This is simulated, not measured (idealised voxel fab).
Process module, titled voxel self aligned contacts
Section shown: cut. Width: 280 nm. Cell size: 5 nm, square.
How to read a cross-section here: the picture is a grid of square cells, written as bands going from the top down, and any band can span one or more rows of cells.
What a band's entry tells you: where the top is and where the bottom is, as heights in nm, and after that what lies inside, material by material from left to right, each with its width in nm. Empty space is written as the word "air", and a single material marked with the word "everywhere" occupies the band from edge to edge.
Measure heights from 0. That's the level where, below it, the as-received wafer is all one material. The lowest band is bottomless and extends downward; write it as in "0 down".
The expression "30 to 40" gives the width at the extremes of the band, the first number at its top row of cells and the second at its bottom row, with the width changing by equal amounts from each row to the next in between.
Step marked "identical to before"? Then no cell in the cross-section changed in it.
"Voids, fully enclosed" - sealed voids, min. 8 cells, no opening to top; format: width x height at distance (distance from left edge; nm throughout).
Note: text after step settings on the step line = simulator remark on that step.
"overlay nm" on a masked step: distance the mask lay right of its planned place, negative for left.

The planned process steps are enumerated hereunder:
1) RECEIVE with material Si
2) CONFORMAL_DEP with material SiO2, thk nm 5
3) DIRECTIONAL_DEP with material polySi, thk nm 30
4) DIRECTIONAL_DEP with material SiN, thk nm 20
5) MASKED_ETCH with tone cover, mask id GATE, width nm 25, pitch nm 50, etch materials SiN, depth nm 20, overlay nm -15
6) MASKED_ETCH with tone cover, mask id GATE, width nm 25, pitch nm 50, etch materials polySi, depth nm 30, overlay nm 0
7) CONFORMAL_DEP with material SiN, thk nm 5
8) DIRECTIONAL_ETCH with etch materials SiN, depth nm 5
9) FILL_DEP with material SiO2, thk nm 20
10) CMP with height nm 65
11) PATTERN with tone open, mask id CONTACT, material resist, width nm 35, pitch nm 50, thk nm 15, overlay nm 0
12) DIRECTIONAL_ETCH with etch materials SiO2, depth nm 65
13) STRIP with etch materials resist
14) CONFORMAL_DEP with material TiN, thk nm 5
15) FILL_DEP with material W, thk nm 10
16) CMP with height nm 65
17) CONFORMAL_DEP with material SiCN, thk nm 5
Be aware that, although all wafers share a common starting state, the overlay nm at step 5 differs among them, and the plan displays the first wafer's value.

Step 1 complete: as-received cross-section of the first of several wafers:
> 0 down = Si everywhere
> Voids, fully enclosed: none

First of several wafers, sectioned at end of module (last step: step 17):
> 70 to 65 = SiCN everywhere
> 65 to 60 = SiO2 95 nm / TiN 5 nm / W 25 nm / TiN 5 nm / SiO2 15 nm / TiN 5 nm / W 25 nm / TiN 5 nm / SiO2 100 nm
> 60 to 55 = SiO2 95 nm / TiN 35 nm / SiO2 15 nm / TiN 35 nm / SiO2 100 nm
> 55 to 35 = SiO2 55 nm / SiN 35 nm / SiO2 5 nm / TiN 10 nm / SiN 35 nm / SiO2 5 nm / TiN 10 nm / SiN 35 nm / SiO2 90 nm
> 35 to 5 = SiO2 55 nm / SiN 5 nm / polySi 40 nm / SiN 10 nm / polySi 40 nm / SiN 10 nm / polySi 40 nm / SiN 5 nm / SiO2 75 nm
> 5 to 0 = SiO2 everywhere
> 0 down = Si everywhere
> Voids, fully enclosed: none

Last-wafer cross-section at the end of the module:
> 70 to 65 = SiCN everywhere
> 65 to 60 = SiO2 95 nm / TiN 5 nm / W 25 nm / TiN 5 nm / SiO2 15 nm / TiN 5 nm / W 25 nm / TiN 5 nm / SiO2 100 nm
> 60 to 55 = SiO2 95 nm / TiN 35 nm / SiO2 15 nm / TiN 35 nm / SiO2 100 nm
> 55 to 35 = SiO2 85 nm / SiN 35 nm / TiN 10 nm / SiO2 5 nm / SiN 35 nm / TiN 10 nm / SiO2 5 nm / SiN 35 nm / SiO2 60 nm
> 35 to 5 = SiO2 70 nm / SiN 5 nm / polySi 40 nm / SiN 10 nm / polySi 40 nm / SiN 10 nm / polySi 40 nm / SiN 5 nm / SiO2 60 nm
> 5 to 0 = SiO2 everywhere
> 0 down = Si everywhere
> Voids, fully enclosed: none

Take any row and you have a wafer at the end of the module: how many cells of each material it has gained (+) or lost (-) since it was received, and then its closed voids:
overlay nm -15; +56 SiCN; +120 SiN; +420 SiO2; +34 TiN; +10 W; +144 polySi; Voids, fully enclosed: none
overlay nm -10; +56 SiCN; +120 SiN; +416 SiO2; +48 TiN; +18 W; +126 polySi; Voids, fully enclosed: none
overlay nm -5; +56 SiCN; +120 SiN; +420 SiO2; +62 TiN; +18 W; +108 polySi; Voids, fully enclosed: none
overlay nm 0; +56 SiCN; +120 SiN; +424 SiO2; +62 TiN; +32 W; +90 polySi; Voids, fully enclosed: none
overlay nm 5; +56 SiCN; +120 SiN; +420 SiO2; +62 TiN; +18 W; +108 polySi; Voids, fully enclosed: none
overlay nm 10; +56 SiCN; +120 SiN; +416 SiO2; +48 TiN; +18 W; +126 polySi; Voids, fully enclosed: none
overlay nm 15; +56 SiCN; +120 SiN; +420 SiO2; +34 TiN; +10 W; +144 polySi; Voids, fully enclosed: none
